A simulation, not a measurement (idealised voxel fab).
Proc. module: voxel ribs on slabs
cross-section cut | 210 nm wide | cells 5 nm
Bands, listed from the top down, are how a cross-section gets written in this document; the cross-section itself is a grid of square cells, and a band is one or more rows of them. Per band: top height and bottom height in nm, followed by the left-to-right materials and their widths in nm; "all across" marks a single material spanning edge to edge, "air" marks empty space. Height is counted from the level 0, under which the received wafer is composed throughout of one material. The lowest of the bands is not closed at the bottom but continues downward, in the notation "0 nm and below". So if you see something like "30..40" for the width, read it as the top row of the band sitting at the first number and the bottom row at the second, with every row in between moving by the same amount as the last. Key: "no alterations made" - step with no changed cell in the cross-section. In "Enclosed voids" the enclosed voids are listed, meaning empty spaces of 8 cells or larger without any opening to the top. The form is width x height at distance, distance from the left edge, units nm. On each step's line, the part that comes after the settings is the simulator's own comment on the step. "overlay nm", when on a step's line for a step with a mask, measures how far to the right of its planned place the mask lay; a negative measure means to the left.

The steps planned for the process are as follows
- 1: RECEIVE | material Si
- 2: DIRECTIONAL_DEP | material SiO2 | thk nm 20
- 3: DIRECTIONAL_DEP | material SiN | thk nm 20
- 4: PATTERN | tone cover | mask id RIB | material resist | width nm 30 | thk nm 20 | overlay nm 0
- 5: DIRECTIONAL_ETCH | etch materials SiN | depth nm 15
- 6: STRIP | etch materials resist
- 7: PATTERN | tone cover | mask id SLAB | material resist | width nm 90 | thk nm 20 | overlay nm 0
- 8: DIRECTIONAL_ETCH | etch materials SiN | depth nm 5
- 9: STRIP | etch materials resist
- 10: FILL_DEP | material SiO2 | thk nm 15
- 11: CMP | height nm 50
- 12: DIRECTIONAL_DEP | material W | thk nm 5
- 13: PATTERN | tone cover | mask id HEATER | material resist | width nm 40 | thk nm 20 | overlay nm 0
- 14: DIRECTIONAL_ETCH | etch materials W | depth nm 5
- 15: STRIP | etch materials resist
- 16: CONFORMAL_DEP | material SiN | thk nm 5

First out of two wafers; run went to plan

Cross-section, incoming material, after step 1
0 nm and below: Si all across
Enclosed voids: none

Cross-sectional representation of the wafer at the conclusion of step 2
20 nm to 0 nm: SiO2 all across
Under the height 0 nothing was changed.

Cross-sectional representation of the wafer at the conclusion of step 3
40 nm to 20 nm: SiN all across
Under the height 20 nothing was changed.

Cross-sectional representation of the wafer at the conclusion of step 4
60 nm to 40 nm: 90 of air / 30 of resist / 90 of air
Under the height 40 nothing was changed.

Cross-sectional representation of the wafer at the conclusion of step 5
60 nm to 40 nm: 90 of air / 30 of resist / 90 of air
40 nm to 25 nm: 90 of air / 30 of SiN / 90 of air
Under the height 25 nothing was changed.

Cross-sectional representation of the wafer at the conclusion of step 6
40 nm to 25 nm: 90 of air / 30 of SiN / 90 of air
Under the height 25 nothing was changed.

Cross-sectional representation of the wafer at the conclusion of step 7
60 nm to 40 nm: 60 of air / 90 of resist / 60 of air
40 nm to 25 nm: 60 of air / 30 of resist / 30 of SiN / 30 of resist / 60 of air
Under the height 25 nothing was changed.

Cross-sectional representation of the wafer at the conclusion of step 8
60 nm to 40 nm: 60 of air / 90 of resist / 60 of air
40 nm to 25 nm: 60 of air / 30 of resist / 30 of SiN / 30 of resist / 60 of air
25 nm to 20 nm: 60 of air / 90 of SiN / 60 of air
Under the height 20 nothing was changed.

Cross-sectional representation of the wafer at the conclusion of step 9
40 nm to 25 nm: 90 of air / 30 of SiN / 90 of air
Under the height 25 nothing was changed.

Cross-sectional representation of the wafer at the conclusion of step 10
55 nm to 40 nm: SiO2 all across
40 nm to 25 nm: 90 of SiO2 / 30 of SiN / 90 of SiO2
25 nm to 20 nm: 60 of SiO2 / 90 of SiN / 60 of SiO2
Under the height 20 nothing was changed.

Cross-sectional representation of the wafer at the conclusion of step 11
50 nm to 40 nm: SiO2 all across
Under the height 40 nothing was changed.

Cross-sectional representation of the wafer at the conclusion of step 12
55 nm to 50 nm: W all across
Under the height 50 nothing was changed.

Cross-sectional representation of the wafer at the conclusion of step 13
75 nm to 55 nm: 85 of air / 40 of resist / 85 of air
Under the height 55 nothing was changed.

Cross-sectional representation of the wafer at the conclusion of step 14
75 nm to 55 nm: 85 of air / 40 of resist / 85 of air
55 nm to 50 nm: 85 of air / 40 of W / 85 of air
Under the height 50 nothing was changed.

Cross-sectional representation of the wafer at the conclusion of step 15
55 nm to 50 nm: 85 of air / 40 of W / 85 of air
Under the height 50 nothing was changed.

Cross-sectional representation of the wafer at the conclusion of step 16
60 nm to 55 nm: 80 of air / 50 of SiN / 80 of air
55 nm to 50 nm: 85 of SiN / 40 of W / 85 of SiN
Under the height 50 nothing was changed.

Now the other wafer: same start, same recipe, but we messed up one thing when running it. Up to and including step 3 it's the same as the first one

The second wafer in cross-section, at the planned close of step 4
60 nm to 40 nm: 95 of air / 30 of resist / 85 of air
Under the height 40 nothing was changed.

The second wafer in cross-section, at the planned close of step 5
60 nm to 40 nm: 95 of air / 30 of resist / 85 of air
40 nm to 25 nm: 95 of air / 30 of SiN / 85 of air
Under the height 25 nothing was changed.

The second wafer in cross-section, at the planned close of step 6
40 nm to 25 nm: 95 of air / 30 of SiN / 85 of air
Under the height 25 nothing was changed.

The second wafer in cross-section, at the planned close of step 7
60 nm to 40 nm: 60 of air / 90 of resist / 60 of air
40 nm to 25 nm: 60 of air / 35 of resist / 30 of SiN / 25 of resist / 60 of air
Under the height 25 nothing was changed.

The second wafer in cross-section, at the planned close of step 8
60 nm to 40 nm: 60 of air / 90 of resist / 60 of air
40 nm to 25 nm: 60 of air / 35 of resist / 30 of SiN / 25 of resist / 60 of air
25 nm to 20 nm: 60 of air / 90 of SiN / 60 of air
Under the height 20 nothing was changed.

The second wafer in cross-section, at the planned close of step 9
40 nm to 25 nm: 95 of air / 30 of SiN / 85 of air
Under the height 25 nothing was changed.

The second wafer in cross-section, at the planned close of step 10
55 nm to 40 nm: SiO2 all across
40 nm to 25 nm: 95 of SiO2 / 30 of SiN / 85 of SiO2
25 nm to 20 nm: 60 of SiO2 / 90 of SiN / 60 of SiO2
Under the height 20 nothing was changed.

The second wafer in cross-section, at the planned close of step 11
50 nm to 40 nm: SiO2 all across
Under the height 40 nothing was changed.

The second wafer in cross-section, at the planned close of step 12
55 nm to 50 nm: W all across
Under the height 50 nothing was changed.

The second wafer in cross-section, at the planned close of step 13
75 nm to 55 nm: 85 of air / 40 of resist / 85 of air
Under the height 55 nothing was changed.

The second wafer in cross-section, at the planned close of step 14
75 nm to 55 nm: 85 of air / 40 of resist / 85 of air
55 nm to 50 nm: 85 of air / 40 of W / 85 of air
Under the height 50 nothing was changed.

The second wafer in cross-section, at the planned close of step 15
55 nm to 50 nm: 85 of air / 40 of W / 85 of air
Under the height 50 nothing was changed.

The second wafer in cross-section, at the planned close of step 16
60 nm to 55 nm: 80 of air / 50 of SiN / 80 of air
55 nm to 50 nm: 85 of SiN / 40 of W / 85 of SiN
Under the height 50 nothing was changed.
Finding, execution versus plan: it should be noted that step 4 was executed with settings other than those planned, the operation and settings actually applied being PATTERN | tone cover | mask id RIB | material resist | width nm 30 | thk nm 20 | overlay nm 5
Matching per-material cell counts, mismatched positions: that is how the second wafer compares with the first at the end.
